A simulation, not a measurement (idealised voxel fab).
A process module follows: voxel tone inversion.
Each square cell in cross-section cut measures 5 nm, and the section as a whole is 140 nm wide.
A cross-section is a grid of square cells, given in bands from the top down. A band is one or more rows of cells.
The entry gives the band's vertical extent as a top height and a bottom height in nm, then its horizontal make-up as materials from left to right, each with a width in nm. "blank" stands for empty space; a single material marked "full width" fills the band edge to edge.
Where do heights start? At 0: under that level the wafer as delivered is made of one material only. And the lowest band has no floor; it just carries on downward, as in "0 and below".
A width given as "30..40" starts at the first number in the band's top row and ends at the second number in its bottom row, shifting by an equal amount at every step from row to row.
"nothing changed" after a step means that no cell of the cross-section changed.
Empty spaces without an open route to the top, at least 8 cells in extent, make up the entry "Unvented internal voids"; each is given as width x height at distance, where the distance is measured from the left edge, and all are in nm.
If you see something after the settings on a step's line, that's the simulator's own remark about that step.
"overlay nm", when on a step's line for a step with a mask, measures how far to the right of its planned place the mask lay; a negative measure means to the left.
-- The steps planned for the process are as follows
1: op RECEIVE | material Si
2: op CONFORMAL_DEP | material SiCN | thk nm 10
3: op DIRECTIONAL_DEP | material polySi | thk nm 15
4: op PATTERN | tone cover | mask id POSTS | material resist | width nm 20 | pitch nm 50 | thk nm 25 | overlay nm -15
5: op DIRECTIONAL_ETCH | etch materials polySi | depth nm 15
6: op STRIP | etch materials resist
7: op FILL_DEP | material SiO2 | thk nm 5
8: op CMP | height nm 25
9: op STRIP | etch materials polySi
Same starting wafers, different overlay nm at step 4. Plan value belongs to the first wafer.
-- So this is the first of several wafers, cross-sectioned as it came to us, meaning it's at the end of step 1
	0 and below: Si full width
	Unvented internal voids: none
-- Wafer cross-section (first of several) - module end, post step 9 (last step)
	25 down to 10: SiO2: 20; blank: 20; SiO2: 30; blank: 20; SiO2: 50
	10 down to 0: SiCN full width
	0 and below: Si full width
	Unvented internal voids: none
-- The module's end: a cross-section of the last wafer
	25 down to 10: SiO2: 50; blank: 20; SiO2: 30; blank: 20; SiO2: 20
	10 down to 0: SiCN full width
	0 and below: Si full width
	Unvented internal voids: none
-- Basically each wafer gets a line in the table, showing it at the end of the module: material by material, the cells it gained (+) or lost (-) since we got it, then its closed voids
overlay nm -15; +56 SiCN; +60 SiO2; Unvented internal voids: none
overlay nm -10; +56 SiCN; +60 SiO2; Unvented internal voids: none
overlay nm -5; +56 SiCN; +60 SiO2; Unvented internal voids: none
overlay nm 0; +56 SiCN; +60 SiO2; Unvented internal voids: none
overlay nm 5; +56 SiCN; +60 SiO2; Unvented internal voids: none
overlay nm 10; +56 SiCN; +60 SiO2; Unvented internal voids: none
overlay nm 15; +56 SiCN; +60 SiO2; Unvented internal voids: none
